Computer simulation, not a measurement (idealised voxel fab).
Name of the process module below: voxel self aligned vias
cross-section cut | 300 nm wide | cells 5 nm
Bands, listed from the top down, are how a cross-section gets written in this document; the cross-section itself is a grid of square cells, and a band is one or more rows of them. Read a band's entry like this: the first values are the height of its top and the height of its bottom in nm, and what follows is the sequence of materials from left to right, each with its width in nm. Note that "empty" is empty space, and that a single material marked "everywhere" reaches across the band from edge to edge. Heights are expressed relative to 0, this being the level below which the as-received wafer comprises one material exclusively. The lowest band is unbounded in the downward direction and is denoted as in "0 nm and below". Width "30->40": first value at the band's top row of cells, second value at its bottom row, equal change from row to row. Reading "nothing altered" for a step: not a cell of the cross-section changed in it. The list in "Enclosed cavities" covers empty spaces of 8 cells or more that cannot reach the top through any open way, and it gives each as width x height at distance; the distance is from the left edge, and width, height and distance are in nm. Heads up: the bit after the settings on a step's line is the simulator's remark on that step. overlay nm: step with mask; distance mask lay right of planned place; negative value = left of planned place.

-- Listed below are the process steps as planned
1: RECEIVE (material Si)
2: CONFORMAL_DEP (material SiO2; thk nm 10)
3: CONFORMAL_DEP (material SiCN; thk nm 5)
4: DIRECTIONAL_DEP (material lowk; thk nm 30)
5: MASKED_ETCH (tone open; mask id LINES; width nm 20; pitch nm 70; etch materials lowk; depth nm 30; overlay nm 0)
6: CONFORMAL_DEP (material TiN; thk nm 5)
7: FILL_DEP (material Ru; thk nm 10)
8: CMP (height nm 45)
9: SELECTIVE_ETCH (etch materials W Ru TiN; depth nm 10)
10: FILL_DEP (material SiN; thk nm 5)
11: CMP (height nm 45)
12: DIRECTIONAL_DEP (material lowk; thk nm 20)
13: DIRECTIONAL_DEP (material aC; thk nm 15)
14: PATTERN (tone open; mask id VIAS; material resist; width nm 40; pitch nm 140; thk nm 30; overlay nm 0)
15: DIRECTIONAL_ETCH (etch materials aC; depth nm 15)
16: STRIP (etch materials resist)
17: DIRECTIONAL_ETCH (etch materials lowk; depth nm 20)
18: DIRECTIONAL_ETCH (etch materials SiN; depth nm 10)
19: STRIP (etch materials aC)
20: CONFORMAL_DEP (material TiN; thk nm 5)
21: FILL_DEP (material Cu; thk nm 5)
22: CMP (height nm 65)
23: CONFORMAL_DEP (material SiCN; thk nm 5)

-- Step 1 complete: cross-section of the wafer as received
> 0 nm and below  Si everywhere
> Enclosed cavities: none

-- Here's the wafer cut in cross-section after the module, started and planned just like above, except one thing was done wrong in the run
> 70 nm to 65 nm  SiCN everywhere
> 65 nm to 50 nm  60 nm lowk | 5 nm TiN | 30 nm Cu | 5 nm TiN | 100 nm lowk | 5 nm TiN | 30 nm Cu | 5 nm TiN | 60 nm lowk
> 50 nm to 45 nm  60 nm lowk | 40 nm TiN | 100 nm lowk | 40 nm TiN | 60 nm lowk
> 45 nm to 40 nm  SiCN everywhere
> 40 nm to 10 nm  lowk everywhere
> 10 nm to 0 nm  SiO2 everywhere
> 0 nm and below  Si everywhere
> Enclosed cavities: none
Here's what went sideways: deviation from plan: step 4 and step 3 executed in one another's positions
